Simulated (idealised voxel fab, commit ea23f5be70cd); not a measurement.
process module | voxel capacitor over wiring
cross-section cut | 205 nm wide | cells 5 nm
A cross-section is a grid of square cells, given in bands from the top down. A band is one or more rows of cells.
Each band's line starts with the height of the band's top and of its bottom, in nm. Then come its materials from left to right, each with its width in nm. One material with "throughout" fills the band from edge to edge. "air" is empty space.
Height 0 is the level under which the wafer as received is all one material. The lowest band goes on downwards, as in "0 down".
A width such as "30 to 40" changes by the same amount from each row of cells to the next, from the band's top row to its bottom row.
"no change" after a step means that no cell of the cross-section changed.
closed voids: empty space of 8 cells or more with no open way to the top, each as width x height at its distance from the left edge, in nm
after a step's settings: what the simulator itself notes on the step
overlay nm, on a step with a mask: how far to the right of its planned place the mask lay; to the left if negative
Each pair below shows a cross-section before one step and the cross-section after it, down to the lowest band that changed. The line under each pair gives the step between them, with its settings. The pairs can come from different runs of this module on the same starting wafer, so a pair continues from the pair above only where its "before" says so.
before
  0 down: Si throughout
  closed voids: none
after
  10 to 0: SiO2 throughout
  below 0: unchanged
  closed voids: none
the step between: op CONFORMAL_DEP | material SiO2 | thk nm 10
before: the cross-section after the pair above
after
  15 to 10: TiN throughout
  below 10: unchanged
  closed voids: none
the step between: op DIRECTIONAL_DEP | material TiN | thk nm 5
before: the cross-section after the pair above
after
  30 to 15: W throughout
  below 15: unchanged
  closed voids: none
the step between: op DIRECTIONAL_DEP | material W | thk nm 15
before: the cross-section after the pair above
after
  30 to 15: air 45 | W 25 | air 65 | W 25 | air 45
  below 15: unchanged
  closed voids: none
the step between: op MASKED_ETCH | tone cover | mask id METAL_1 | width nm 25 | pitch nm 90 | etch materials W | depth nm 15 | overlay nm 0
before: the cross-section after the pair above
after
  30 to 15: air 45 | W 25 | air 65 | W 25 | air 45
  15 to 10: air 45 | TiN 25 | air 65 | TiN 25 | air 45
  below 10: unchanged
  closed voids: none
the step between: op MASKED_ETCH | tone cover | mask id METAL_1 | width nm 25 | pitch nm 90 | etch materials TiN | depth nm 5 | overlay nm 0
before: the cross-section after the pair above
after
  40 to 30: lowk throughout
  30 to 15: lowk 45 | W 25 | lowk 65 | W 25 | lowk 45
  15 to 10: lowk 45 | TiN 25 | lowk 65 | TiN 25 | lowk 45
  below 10: unchanged
  closed voids: none
the step between: op FILL_DEP | material lowk | thk nm 10
before: the cross-section after the pair above
after
  30 to 15: lowk 45 | W 25 | lowk 65 | W 25 | lowk 45
  below 15: unchanged
  closed voids: none
the step between: op CMP | height nm 30
before: the cross-section after the pair above
after
  35 to 30: SiCN throughout
  below 30: unchanged
  closed voids: none
the step between: op CONFORMAL_DEP | material SiCN | thk nm 5
before: the cross-section after the pair above
after
  45 to 35: SiO2 throughout
  below 35: unchanged
  closed voids: none
the step between: op DIRECTIONAL_DEP | material SiO2 | thk nm 10
before: the cross-section after the pair above
after
  60 to 45: aC throughout
  below 45: unchanged
  closed voids: none
the step between: op DIRECTIONAL_DEP | material aC | thk nm 15
before: the cross-section after the pair above
after
  90 to 60: resist 55 | air 15 | resist 135
  below 60: unchanged
  closed voids: none
the step between: op PATTERN | tone open | mask id PLUG_1 | material resist | width nm 15 | thk nm 30 | overlay nm 0
before: the cross-section after the pair above
after
  75 to 60: resist 55 | air 15 | resist 135
  60 to 45: aC 55 | air 15 | aC 135
  below 45: unchanged
  closed voids: none
the step between: op DIRECTIONAL_ETCH | etch materials aC | depth nm 15
before: the cross-section after the pair above
after
  60 to 45: aC 55 | air 15 | aC 135
  below 45: unchanged
  closed voids: none
the step between: op STRIP | etch materials resist
before: the cross-section after the pair above
after
  60 to 45: aC 55 | air 15 | aC 135
  45 to 35: SiO2 55 | air 15 | SiO2 135
  below 35: unchanged
  closed voids: none
the step between: op DIRECTIONAL_ETCH | etch materials SiO2 | depth nm 10
before: the cross-section after the pair above
after
  60 to 45: aC 55 | air 15 | aC 135
  45 to 35: SiO2 55 | air 15 | SiO2 135
  35 to 30: SiCN 55 | air 15 | SiCN 135
  below 30: unchanged
  closed voids: none
the step between: op DIRECTIONAL_ETCH | etch materials SiCN | depth nm 5
before: the cross-section after the pair above
after
  45 to 35: SiO2 55 | air 15 | SiO2 135
  below 35: unchanged
  closed voids: none
the step between: op STRIP | etch materials aC
before: the cross-section after the pair above
after
  45 to 40: SiO2 55 | air 15 | SiO2 135
  40 to 35: SiO2 55 | Ru 15 | SiO2 135
  35 to 30: SiCN 55 | Ru 15 | SiCN 135
  below 30: unchanged
  closed voids: none
the step between: op EPI | material Ru | thk nm 10
before: the cross-section after the pair above
after
  45 to 35: SiO2 55 | Ru 15 | SiO2 135
  below 35: unchanged
  closed voids: none
the step between: op EPI | material Ru | thk nm 5
before: the cross-section after the pair above
after
  55 to 45: TiN throughout
  below 45: unchanged
  closed voids: none
the step between: op DIRECTIONAL_DEP | material TiN | thk nm 10
before: the cross-section after the pair above
after
  60 to 55: SiN throughout
  below 55: unchanged
  closed voids: none
the step between: op DIRECTIONAL_DEP | material SiN | thk nm 5
before: the cross-section after the pair above
after
  65 to 60: TiN throughout
  below 60: unchanged
  closed voids: none
the step between: op DIRECTIONAL_DEP | material TiN | thk nm 5
before: the cross-section after the pair above
after
  80 to 65: air 55 | resist 70 | air 80
  below 65: unchanged
  closed voids: none
the step between: op PATTERN | tone cover | mask id UPPER_PLATE | material resist | width nm 70 | thk nm 15 | overlay nm 0
before: the cross-section after the pair above
after
  80 to 65: air 55 | resist 70 | air 80
  65 to 60: air 55 | TiN 70 | air 80
  below 60: unchanged
  closed voids: none
the step between: op DIRECTIONAL_ETCH | etch materials TiN | depth nm 5
before: the cross-section after the pair above
after
  80 to 65: air 55 | resist 70 | air 80
  65 to 60: air 55 | TiN 70 | air 80
  60 to 55: air 55 | SiN 70 | air 80
  below 55: unchanged
  closed voids: none
the step between: op DIRECTIONAL_ETCH | etch materials SiN | depth nm 5
before: the cross-section after the pair above
after
  65 to 60: air 55 | TiN 70 | air 80
  below 60: unchanged
  closed voids: none
the step between: op STRIP | etch materials resist
before: the cross-section after the pair above
after
  80 to 65: air 50 | resist 80 | air 75
  65 to 60: air 50 | resist 5 | TiN 70 | resist 5 | air 75
  60 to 55: air 50 | resist 5 | SiN 70 | resist 5 | air 75
  below 55: unchanged
  closed voids: none
the step between: op PATTERN | tone cover | mask id LOWER_PLATE | material resist | width nm 80 | thk nm 15 | overlay nm 0
before: the cross-section after the pair above
after
  80 to 65: air 50 | resist 80 | air 75
  65 to 60: air 50 | resist 5 | TiN 70 | resist 5 | air 75
  60 to 55: air 50 | resist 5 | SiN 70 | resist 5 | air 75
  55 to 45: air 50 | TiN 80 | air 75
  below 45: unchanged
  closed voids: none
the step between: op DIRECTIONAL_ETCH | etch materials TiN | depth nm 10
before: the cross-section after the pair above
after
  65 to 60: air 55 | TiN 70 | air 80
  60 to 55: air 55 | SiN 70 | air 80
  below 55: unchanged
  closed voids: none
the step between: op STRIP | etch materials resist
before: the cross-section after the pair above
after
  80 to 65: SiO2 throughout
  65 to 60: SiO2 55 | TiN 70 | SiO2 80
  60 to 55: SiO2 55 | SiN 70 | SiO2 80
  55 to 45: SiO2 50 | TiN 80 | SiO2 75
  below 45: unchanged
  closed voids: none
the step between: op FILL_DEP | material SiO2 | thk nm 15
before: the cross-section after the pair above
after
  75 to 65: SiO2 throughout
  below 65: unchanged
  closed voids: none
the step between: op CMP | height nm 75
before: the cross-section after the pair above
after
  75 to 65: SiO2 65 | air 15 | SiO2 125
  below 65: unchanged
  closed voids: none
the step between: op MASKED_ETCH | tone open | mask id PLUG_2 | width nm 15 | etch materials SiO2 | depth nm 10 | overlay nm 0
before: the cross-section after the pair above
after
  80 to 75: TiN 70 | air 5 | TiN 130
  75 to 70: SiO2 65 | TiN 5 | air 5 | TiN 5 | SiO2 125
  70 to 60: SiO2 65 to 55 | TiN 15 to 70 | SiO2 125 to 80
  below 60: unchanged
  closed voids: none
the step between: op CONFORMAL_DEP | material TiN | thk nm 5
before: the cross-section after the pair above
after
  85 to 80: Cu throughout
  80 to 75: TiN 70 | Cu 5 | TiN 130
  75 to 70: SiO2 65 | TiN 5 | Cu 5 | TiN 5 | SiO2 125
  below 70: unchanged
  closed voids: none
the step between: op FILL_DEP | material Cu | thk nm 5
before: the cross-section after the pair above
after
  75 to 70: SiO2 65 | TiN 5 | Cu 5 | TiN 5 | SiO2 125
  below 70: unchanged
  closed voids: none
the step between: op CMP | height nm 75
before: the cross-section after the pair above
after
  80 to 75: SiN throughout
  below 75: unchanged
  closed voids: none
the step between: op CONFORMAL_DEP | material SiN | thk nm 5
before
  55 to 45: TiN throughout
  45 to 35: SiO2 55 | Ru 15 | SiO2 135
  35 to 30: SiCN 55 | Ru 15 | SiCN 135
  30 to 15: lowk 45 | W 25 | lowk 65 | W 25 | lowk 45
  15 to 10: lowk 45 | TiN 25 | lowk 65 | TiN 25 | lowk 45
  10 to 0: SiO2 throughout
  0 down: Si throughout
  closed voids: none
after
  60 to 45: TiN throughout
  below 45: unchanged
  closed voids: none
the step between: op DIRECTIONAL_DEP | material TiN | thk nm 5
before: the cross-section after the pair above
after
  75 to 60: air 55 | resist 70 | air 80
  below 60: unchanged
  closed voids: none
the step between: op PATTERN | tone cover | mask id UPPER_PLATE | material resist | width nm 70 | thk nm 15 | overlay nm 0
before: the cross-section after the pair above
after
  75 to 60: air 55 | resist 70 | air 80
  60 to 55: air 55 | TiN 70 | air 80
  below 55: unchanged
  closed voids: none
the step between: op DIRECTIONAL_ETCH | etch materials TiN | depth nm 5
before: the cross-section after the pair above
after
  60 to 55: air 55 | TiN 70 | air 80
  below 55: unchanged
  closed voids: none
the step between: op STRIP | etch materials resist
before: the cross-section after the pair above
after
  75 to 60: air 50 | resist 80 | air 75
  60 to 55: air 50 | resist 5 | TiN 70 | resist 5 | air 75
  below 55: unchanged
  closed voids: none
the step between: op PATTERN | tone cover | mask id LOWER_PLATE | material resist | width nm 80 | thk nm 15 | overlay nm 0
before: the cross-section after the pair above
after
  75 to 60: air 50 | resist 80 | air 75
  60 to 55: air 50 | resist 5 | TiN 70 | resist 5 | air 75
  55 to 45: air 50 | TiN 80 | air 75
  below 45: unchanged
  closed voids: none
the step between: op DIRECTIONAL_ETCH | etch materials TiN | depth nm 10
before: the cross-section after the pair above
after
  60 to 55: air 55 | TiN 70 | air 80
  below 55: unchanged
  closed voids: none
the step between: op STRIP | etch materials resist
before: the cross-section after the pair above
after
  75 to 60: SiO2 throughout
  60 to 55: SiO2 55 | TiN 70 | SiO2 80
  55 to 45: SiO2 50 | TiN 80 | SiO2 75
  below 45: unchanged
  closed voids: none
the step between: op FILL_DEP | material SiO2 | thk nm 15
before: the cross-section after the pair above
after
  75 to 65: SiO2 65 | air 15 | SiO2 125
  below 65: unchanged
  closed voids: none
the step between: op MASKED_ETCH | tone open | mask id PLUG_2 | width nm 15 | etch materials SiO2 | depth nm 10 | overlay nm 0
before: the cross-section after the pair above
after
  80 to 75: TiN 70 | air 5 | TiN 130
  75 to 70: SiO2 65 | TiN 5 | air 5 | TiN 5 | SiO2 125
  70 to 65: SiO2 65 | TiN 15 | SiO2 125
  below 65: unchanged
  closed voids: none
the step between: op CONFORMAL_DEP | material TiN | thk nm 5
before: the cross-section after the pair above
after
  85 to 80: Cu throughout
  80 to 75: TiN 70 | Cu 5 | TiN 130
  75 to 70: SiO2 65 | TiN 5 | Cu 5 | TiN 5 | SiO2 125
  below 70: unchanged
  closed voids: none
the step between: op FILL_DEP | material Cu | thk nm 5
before: the cross-section after the pair above
after
  75 to 70: SiO2 65 | TiN 5 | Cu 5 | TiN 5 | SiO2 125
  below 70: unchanged
  closed voids: none
the step between: op CMP | height nm 75
before: the cross-section after the pair above
after
  80 to 75: SiN throughout
  below 75: unchanged
  closed voids: none
the step between: op CONFORMAL_DEP | material SiN | thk nm 5
before
  45 to 40: SiO2 55 | air 15 | SiO2 135
  40 to 35: SiO2 55 | Ru 15 | SiO2 135
  35 to 30: SiCN 55 | Ru 15 | SiCN 135
  30 to 15: lowk 45 | W 25 | lowk 65 | W 25 | lowk 45
  15 to 10: lowk 45 | TiN 25 | lowk 65 | TiN 25 | lowk 45
  10 to 0: SiO2 throughout
  0 down: Si throughout
  closed voids: none
after
  50 to 45: air 50 | Ru 25 | air 130
  45 to 35: SiO2 55 | Ru 15 | SiO2 135
  below 35: unchanged
  closed voids: none
the step between: op EPI | material Ru | thk nm 10
before: the cross-section after the pair above
after
  55 to 45: air 45 | Ru 35 | air 125
  below 45: unchanged
  closed voids: none
the step between: op EPI | material Ru | thk nm 5
before: the cross-section after the pair above
after
  65 to 55: air 45 | TiN 35 | air 125
  55 to 45: TiN 45 | Ru 35 | TiN 125
  below 45: unchanged
  closed voids: none
the step between: op DIRECTIONAL_DEP | material TiN | thk nm 10
before: the cross-section after the pair above
after
  70 to 65: air 45 | SiN 35 | air 125
  65 to 60: air 45 | TiN 35 | air 125
  60 to 55: SiN 45 | TiN 35 | SiN 125
  below 55: unchanged
  closed voids: none
the step between: op DIRECTIONAL_DEP | material SiN | thk nm 5
before: the cross-section after the pair above
after
  75 to 70: air 45 | TiN 35 | air 125
  70 to 65: air 45 | SiN 35 | air 125
  65 to 60: TiN throughout
  below 60: unchanged
  closed voids: none
the step between: op DIRECTIONAL_DEP | material TiN | thk nm 5
before: the cross-section after the pair above
after
  90 to 75: air 55 | resist 70 | air 80
  75 to 70: air 45 | TiN 35 | resist 45 | air 80
  70 to 65: air 45 | SiN 35 | resist 45 | air 80
  below 65: unchanged
  closed voids: none
the step between: op PATTERN | tone cover | mask id UPPER_PLATE | material resist | width nm 70 | thk nm 15 | overlay nm 0
before: the cross-section after the pair above
after
  90 to 75: air 55 | resist 70 | air 80
  75 to 70: air 55 | TiN 25 | resist 45 | air 80
  70 to 65: air 45 | SiN 35 | resist 45 | air 80
  65 to 60: air 45 | TiN 80 | air 80
  below 60: unchanged
  closed voids: none
the step between: op DIRECTIONAL_ETCH | etch materials TiN | depth nm 5
before: the cross-section after the pair above
after
  90 to 75: air 55 | resist 70 | air 80
  75 to 70: air 55 | TiN 25 | resist 45 | air 80
  70 to 65: air 55 | SiN 25 | resist 45 | air 80
  65 to 60: air 45 | TiN 80 | air 80
  60 to 55: air 45 | TiN 35 | SiN 45 | air 80
  below 55: unchanged
  closed voids: none
the step between: op DIRECTIONAL_ETCH | etch materials SiN | depth nm 5
before: the cross-section after the pair above
after
  75 to 70: air 55 | TiN 25 | air 125
  70 to 65: air 55 | SiN 25 | air 125
  below 65: unchanged
  closed voids: none
the step between: op STRIP | etch materials resist
before: the cross-section after the pair above
after
  90 to 75: air 50 | resist 80 | air 75
  75 to 70: air 50 | resist 5 | TiN 25 | resist 50 | air 75
  70 to 65: air 50 | resist 5 | SiN 25 | resist 50 | air 75
  65 to 60: air 45 | TiN 80 | resist 5 | air 75
  60 to 55: air 45 | TiN 35 | SiN 45 | resist 5 | air 75
  below 55: unchanged
  closed voids: none
the step between: op PATTERN | tone cover | mask id LOWER_PLATE | material resist | width nm 80 | thk nm 15 | overlay nm 0
before: the cross-section after the pair above
after
  90 to 75: air 50 | resist 80 | air 75
  75 to 70: air 50 | resist 5 | TiN 25 | resist 50 | air 75
  70 to 65: air 50 | resist 5 | SiN 25 | resist 50 | air 75
  65 to 60: air 50 | TiN 75 | resist 5 | air 75
  60 to 55: air 50 | TiN 30 | SiN 45 | resist 5 | air 75
  55 to 45: air 45 | Ru 35 | TiN 50 | air 75
  below 45: unchanged
  closed voids: none
the step between: op DIRECTIONAL_ETCH | etch materials TiN | depth nm 10
before: the cross-section after the pair above
after
  75 to 70: air 55 | TiN 25 | air 125
  70 to 65: air 55 | SiN 25 | air 125
  65 to 60: air 50 | TiN 75 | air 80
  60 to 55: air 50 | TiN 30 | SiN 45 | air 80
  below 55: unchanged
  closed voids: none
the step between: op STRIP | etch materials resist
before: the cross-section after the pair above
after
  90 to 75: SiO2 throughout
  75 to 70: SiO2 55 | TiN 25 | SiO2 125
  70 to 65: SiO2 55 | SiN 25 | SiO2 125
  65 to 60: SiO2 50 | TiN 75 | SiO2 80
  60 to 55: SiO2 50 | TiN 30 | SiN 45 | SiO2 80
  55 to 45: SiO2 45 | Ru 35 | TiN 50 | SiO2 75
  below 45: unchanged
  closed voids: none
the step between: op FILL_DEP | material SiO2 | thk nm 15
before: the cross-section after the pair above
after
  75 to 70: SiO2 55 | TiN 25 | SiO2 125
  below 70: unchanged
  closed voids: none
the step between: op CMP | height nm 75
before: the cross-section after the pair above
after
  80 to 75: TiN throughout
  below 75: unchanged
  closed voids: none
the step between: op CONFORMAL_DEP | material TiN | thk nm 5
before: the cross-section after the pair above
after
  85 to 80: Cu throughout
  below 80: unchanged
  closed voids: none
the step between: op FILL_DEP | material Cu | thk nm 5
before: the cross-section after the pair above
after
  75 to 70: SiO2 55 | TiN 25 | SiO2 125
  below 70: unchanged
  closed voids: none
the step between: op CMP | height nm 75
before: the cross-section after the pair above
after
  80 to 75: SiN throughout
  below 75: unchanged
  closed voids: none
the step between: op CONFORMAL_DEP | material SiN | thk nm 5
before
  45 to 40: SiO2 55 | air 15 | SiO2 135
  40 to 35: SiO2 55 | Ru 15 | SiO2 135
  35 to 30: SiCN 55 | Ru 15 | SiCN 135
  30 to 15: lowk 45 | W 25 | lowk 65 | W 25 | lowk 45
  15 to 10: lowk 45 | TiN 25 | lowk 65 | TiN 25 | lowk 45
  10 to 0: SiO2 throughout
  0 down: Si throughout
  closed voids: none
after
  55 to 50: TiN 55 | air 15 | TiN 135
  50 to 45: TiN throughout
  45 to 40: SiO2 55 | TiN 15 | SiO2 135
  below 40: unchanged
  closed voids: none
the step between: op DIRECTIONAL_DEP | material TiN | thk nm 10
before: the cross-section after the pair above
after
  60 to 55: Ru 60 | air 5 | Ru 140
  55 to 50: TiN 55 | Ru 15 | TiN 135
  below 50: unchanged
  closed voids: none
the step between: op EPI | material Ru | thk nm 5
before: the cross-section after the pair above
after
  65 to 60: SiN 60 | air 5 | SiN 140
  60 to 55: Ru 60 | SiN 5 | Ru 140
  below 55: unchanged
  closed voids: none
the step between: op DIRECTIONAL_DEP | material SiN | thk nm 5
before: the cross-section after the pair above
after
  70 to 65: TiN 60 | air 5 | TiN 140
  65 to 60: SiN 60 | TiN 5 | SiN 140
  below 60: unchanged
  closed voids: none
the step between: op DIRECTIONAL_DEP | material TiN | thk nm 5
before: the cross-section after the pair above
after
  85 to 70: air 55 | resist 70 | air 80
  70 to 65: TiN 60 | resist 5 | TiN 140
  below 65: unchanged
  closed voids: none
the step between: op PATTERN | tone cover | mask id UPPER_PLATE | material resist | width nm 70 | thk nm 15 | overlay nm 0
before: the cross-section after the pair above
after
  85 to 70: air 55 | resist 70 | air 80
  70 to 65: air 55 | TiN 5 | resist 5 | TiN 60 | air 80
  below 65: unchanged
  closed voids: none
the step between: op DIRECTIONAL_ETCH | etch materials TiN | depth nm 5
before: the cross-section after the pair above
after
  85 to 70: air 55 | resist 70 | air 80
  70 to 65: air 55 | TiN 5 | resist 5 | TiN 60 | air 80
  65 to 60: air 55 | SiN 5 | TiN 5 | SiN 60 | air 80
  below 60: unchanged
  closed voids: none
the step between: op DIRECTIONAL_ETCH | etch materials SiN | depth nm 5
before: the cross-section after the pair above
after
  70 to 65: air 55 | TiN 5 | air 5 | TiN 60 | air 80
  below 65: unchanged
  closed voids: none
the step between: op STRIP | etch materials resist
before: the cross-section after the pair above
after
  85 to 70: air 50 | resist 80 | air 75
  70 to 65: air 50 | resist 5 | TiN 5 | resist 5 | TiN 60 | resist 5 | air 75
  65 to 60: air 50 | resist 5 | SiN 5 | TiN 5 | SiN 60 | resist 5 | air 75
  below 60: unchanged
  closed voids: none
the step between: op PATTERN | tone cover | mask id LOWER_PLATE | material resist | width nm 80 | thk nm 15 | overlay nm 0
before: the cross-section after the pair above
after
  70 to 65: air 55 | TiN 5 | air 5 | TiN 60 | air 80
  65 to 60: air 55 | SiN 5 | TiN 5 | SiN 60 | air 80
  below 60: unchanged
  closed voids: none
the step between: op STRIP | etch materials resist
before: the cross-section after the pair above
after
  85 to 70: SiO2 throughout
  70 to 65: SiO2 55 | TiN 5 | SiO2 5 | TiN 60 | SiO2 80
  65 to 60: SiO2 55 | SiN 5 | TiN 5 | SiN 60 | SiO2 80
  below 60: unchanged
  closed voids: none
the step between: op FILL_DEP | material SiO2 | thk nm 15
before: the cross-section after the pair above
after
  75 to 70: SiO2 throughout
  below 70: unchanged
  closed voids: none
the step between: op CMP | height nm 75
before: the cross-section after the pair above
after
  75 to 70: SiO2 65 | air 15 | SiO2 125
  below 70: unchanged
  closed voids: none
the step between: op MASKED_ETCH | tone open | mask id PLUG_2 | width nm 15 | etch materials SiO2 | depth nm 10 | overlay nm 0
before: the cross-section after the pair above
after
  80 to 75: TiN 70 | air 5 | TiN 130
  75 to 70: SiO2 65 | TiN 15 | SiO2 125
  below 70: unchanged
  closed voids: none
the step between: op CONFORMAL_DEP | material TiN | thk nm 5
before: the cross-section after the pair above
after
  85 to 80: Cu throughout
  80 to 75: TiN 70 | Cu 5 | TiN 130
  below 75: unchanged
  closed voids: none
the step between: op FILL_DEP | material Cu | thk nm 5
before: the cross-section after the pair above
after
  75 to 70: SiO2 65 | TiN 15 | SiO2 125
  below 70: unchanged
  closed voids: none
the step between: op CMP | height nm 75
before: the cross-section after the pair above
after
  80 to 75: SiN throughout
  below 75: unchanged
  closed voids: none
the step between: op CONFORMAL_DEP | material SiN | thk nm 5
before
  85 to 80: Cu throughout
  80 to 75: TiN 70 | Cu 5 | TiN 130
  75 to 70: SiO2 65 | TiN 5 | Cu 5 | TiN 5 | SiO2 125
  70 to 60: SiO2 65 to 55 | TiN 15 to 70 | SiO2 125 to 80
  60 to 55: SiO2 55 | SiN 70 | SiO2 80
  55 to 45: SiO2 50 | TiN 80 | SiO2 75
  45 to 35: SiO2 55 | Ru 15 | SiO2 135
  35 to 30: SiCN 55 | Ru 15 | SiCN 135
  30 to 15: lowk 45 | W 25 | lowk 65 | W 25 | lowk 45
  15 to 10: lowk 45 | TiN 25 | lowk 65 | TiN 25 | lowk 45
  10 to 0: SiO2 throughout
  0 down: Si throughout
  closed voids: none
after
  65 to 60: SiO2 55 | TiN 70 | SiO2 80
  below 60: unchanged
  closed voids: none
the step between: op CMP | height nm 65
before: the cross-section after the pair above
after
  70 to 65: SiN throughout
  below 65: unchanged
  closed voids: none
the step between: op CONFORMAL_DEP | material SiN | thk nm 5
before
  65 to 60: TiN throughout
  60 to 55: SiN throughout
  55 to 45: TiN throughout
  45 to 35: SiO2 55 | Ru 15 | SiO2 135
  35 to 30: SiCN 55 | Ru 15 | SiCN 135
  30 to 15: lowk 45 | W 25 | lowk 65 | W 25 | lowk 45
  15 to 10: lowk 45 | TiN 25 | lowk 65 | TiN 25 | lowk 45
  10 to 0: SiO2 throughout
  0 down: Si throughout
  closed voids: none
after
  80 to 65: air 60 | resist 60 | air 85
  below 65: unchanged
  closed voids: none
the step between: op PATTERN | tone cover | mask id UPPER_PLATE | material resist | width nm 60 | thk nm 15 | overlay nm 0
before: the cross-section after the pair above
after
  80 to 65: air 60 | resist 60 | air 85
  65 to 60: air 60 | TiN 60 | air 85
  below 60: unchanged
  closed voids: none
the step between: op DIRECTIONAL_ETCH | etch materials TiN | depth nm 5
before: the cross-section after the pair above
after
  80 to 65: air 60 | resist 60 | air 85
  65 to 60: air 60 | TiN 60 | air 85
  60 to 55: air 60 | SiN 60 | air 85
  below 55: unchanged
  closed voids: none
the step between: op DIRECTIONAL_ETCH | etch materials SiN | depth nm 5
before: the cross-section after the pair above
after
  65 to 60: air 60 | TiN 60 | air 85
  below 60: unchanged
  closed voids: none
the step between: op STRIP | etch materials resist
before: the cross-section after the pair above
after
  80 to 65: air 50 | resist 80 | air 75
  65 to 60: air 50 | resist 10 | TiN 60 | resist 10 | air 75
  60 to 55: air 50 | resist 10 | SiN 60 | resist 10 | air 75
  below 55: unchanged
  closed voids: none
the step between: op PATTERN | tone cover | mask id LOWER_PLATE | material resist | width nm 80 | thk nm 15 | overlay nm 0
before: the cross-section after the pair above
after
  80 to 65: air 50 | resist 80 | air 75
  65 to 60: air 50 | resist 10 | TiN 60 | resist 10 | air 75
  60 to 55: air 50 | resist 10 | SiN 60 | resist 10 | air 75
  55 to 45: air 50 | TiN 80 | air 75
  below 45: unchanged
  closed voids: none
the step between: op DIRECTIONAL_ETCH | etch materials TiN | depth nm 10
before: the cross-section after the pair above
after
  65 to 60: air 60 | TiN 60 | air 85
  60 to 55: air 60 | SiN 60 | air 85
  below 55: unchanged
  closed voids: none
the step between: op STRIP | etch materials resist
before: the cross-section after the pair above
after
  80 to 65: SiO2 throughout
  65 to 60: SiO2 60 | TiN 60 | SiO2 85
  60 to 55: SiO2 60 | SiN 60 | SiO2 85
  55 to 45: SiO2 50 | TiN 80 | SiO2 75
  below 45: unchanged
  closed voids: none
the step between: op FILL_DEP | material SiO2 | thk nm 15
before: the cross-section after the pair above
after
  75 to 65: SiO2 throughout
  below 65: unchanged
  closed voids: none
the step between: op CMP | height nm 75
before: the cross-section after the pair above
after
  75 to 65: SiO2 65 | air 15 | SiO2 125
  below 65: unchanged
  closed voids: none
the step between: op MASKED_ETCH | tone open | mask id PLUG_2 | width nm 15 | etch materials SiO2 | depth nm 10 | overlay nm 0
before: the cross-section after the pair above
after
  80 to 75: TiN 70 | air 5 | TiN 130
  75 to 70: SiO2 65 | TiN 5 | air 5 | TiN 5 | SiO2 125
  70 to 60: SiO2 65 to 60 | TiN 15 to 60 | SiO2 125 to 85
  below 60: unchanged
  closed voids: none
the step between: op CONFORMAL_DEP | material TiN | thk nm 5
before: the cross-section after the pair above
after
  85 to 80: Cu throughout
  80 to 75: TiN 70 | Cu 5 | TiN 130
  75 to 70: SiO2 65 | TiN 5 | Cu 5 | TiN 5 | SiO2 125
  below 70: unchanged
  closed voids: none
the step between: op FILL_DEP | material Cu | thk nm 5
before: the cross-section after the pair above
after
  75 to 70: SiO2 65 | TiN 5 | Cu 5 | TiN 5 | SiO2 125
  below 70: unchanged
  closed voids: none
the step between: op CMP | height nm 75
before: the cross-section after the pair above
after
  80 to 75: SiN throughout
  below 75: unchanged
  closed voids: none
the step between: op CONFORMAL_DEP | material SiN | thk nm 5
before
  65 to 60: TiN throughout
  60 to 55: SiN throughout
  55 to 45: TiN throughout
  45 to 35: SiO2 55 | Ru 15 | SiO2 135
  35 to 30: SiCN 55 | Ru 15 | SiCN 135
  30 to 15: lowk 45 | W 25 | lowk 65 | W 25 | lowk 45
  15 to 10: lowk 45 | TiN 25 | lowk 65 | TiN 25 | lowk 45
  10 to 0: SiO2 throughout
  0 down: Si throughout
  closed voids: none
after
  80 to 65: air 65 | resist 70 | air 70
  below 65: unchanged
  closed voids: none
the step between: op PATTERN | tone cover | mask id UPPER_PLATE | material resist | width nm 70 | thk nm 15 | overlay nm 10
before: the cross-section after the pair above
after
  80 to 65: air 65 | resist 70 | air 70
  65 to 60: air 65 | TiN 70 | air 70
  below 60: unchanged
  closed voids: none
the step between: op DIRECTIONAL_ETCH | etch materials TiN | depth nm 5
before: the cross-section after the pair above
after
  80 to 65: air 65 | resist 70 | air 70
  65 to 60: air 65 | TiN 70 | air 70
  60 to 55: air 65 | SiN 70 | air 70
  below 55: unchanged
  closed voids: none
the step between: op DIRECTIONAL_ETCH | etch materials SiN | depth nm 5
before: the cross-section after the pair above
after
  65 to 60: air 65 | TiN 70 | air 70
  below 60: unchanged
  closed voids: none
the step between: op STRIP | etch materials resist
before: the cross-section after the pair above
after
  80 to 65: air 50 | resist 80 | air 75
  65 to 60: air 50 | resist 15 | TiN 70 | air 70
  60 to 55: air 50 | resist 15 | SiN 70 | air 70
  below 55: unchanged
  closed voids: none
the step between: op PATTERN | tone cover | mask id LOWER_PLATE | material resist | width nm 80 | thk nm 15 | overlay nm 0
before: the cross-section after the pair above
after
  80 to 65: air 50 | resist 80 | air 75
  65 to 60: air 50 | resist 15 | TiN 65 | air 75
  60 to 55: air 50 | resist 15 | SiN 70 | air 70
  55 to 45: air 50 | TiN 85 | air 70
  below 45: unchanged
  closed voids: none
the step between: op DIRECTIONAL_ETCH | etch materials TiN | depth nm 10
before: the cross-section after the pair above
after
  65 to 60: air 65 | TiN 65 | air 75
  60 to 55: air 65 | SiN 70 | air 70
  below 55: unchanged
  closed voids: none
the step between: op STRIP | etch materials resist
before: the cross-section after the pair above
after
  80 to 65: SiO2 throughout
  65 to 60: SiO2 65 | TiN 65 | SiO2 75
  60 to 55: SiO2 65 | SiN 70 | SiO2 70
  55 to 45: SiO2 50 | TiN 85 | SiO2 70
  below 45: unchanged
  closed voids: none
the step between: op FILL_DEP | material SiO2 | thk nm 15
before: the cross-section after the pair above
after
  75 to 65: SiO2 throughout
  below 65: unchanged
  closed voids: none
the step between: op CMP | height nm 75
before: the cross-section after the pair above
after
  75 to 65: SiO2 65 | air 15 | SiO2 125
  below 65: unchanged
  closed voids: none
the step between: op MASKED_ETCH | tone open | mask id PLUG_2 | width nm 15 | etch materials SiO2 | depth nm 10 | overlay nm 0
before: the cross-section after the pair above
after
  80 to 75: TiN 70 | air 5 | TiN 130
  75 to 70: SiO2 65 | TiN 5 | air 5 | TiN 5 | SiO2 125
  70 to 60: SiO2 65 | TiN 15 to 65 | SiO2 125 to 75
  below 60: unchanged
  closed voids: none
the step between: op CONFORMAL_DEP | material TiN | thk nm 5
before: the cross-section after the pair above
after
  85 to 80: Cu throughout
  80 to 75: TiN 70 | Cu 5 | TiN 130
  75 to 70: SiO2 65 | TiN 5 | Cu 5 | TiN 5 | SiO2 125
  below 70: unchanged
  closed voids: none
the step between: op FILL_DEP | material Cu | thk nm 5
before: the cross-section after the pair above
after
  75 to 70: SiO2 65 | TiN 5 | Cu 5 | TiN 5 | SiO2 125
  below 70: unchanged
  closed voids: none
the step between: op CMP | height nm 75
before: the cross-section after the pair above
after
  80 to 75: SiN throughout
  below 75: unchanged
  closed voids: none
the step between: op CONFORMAL_DEP | material SiN | thk nm 5
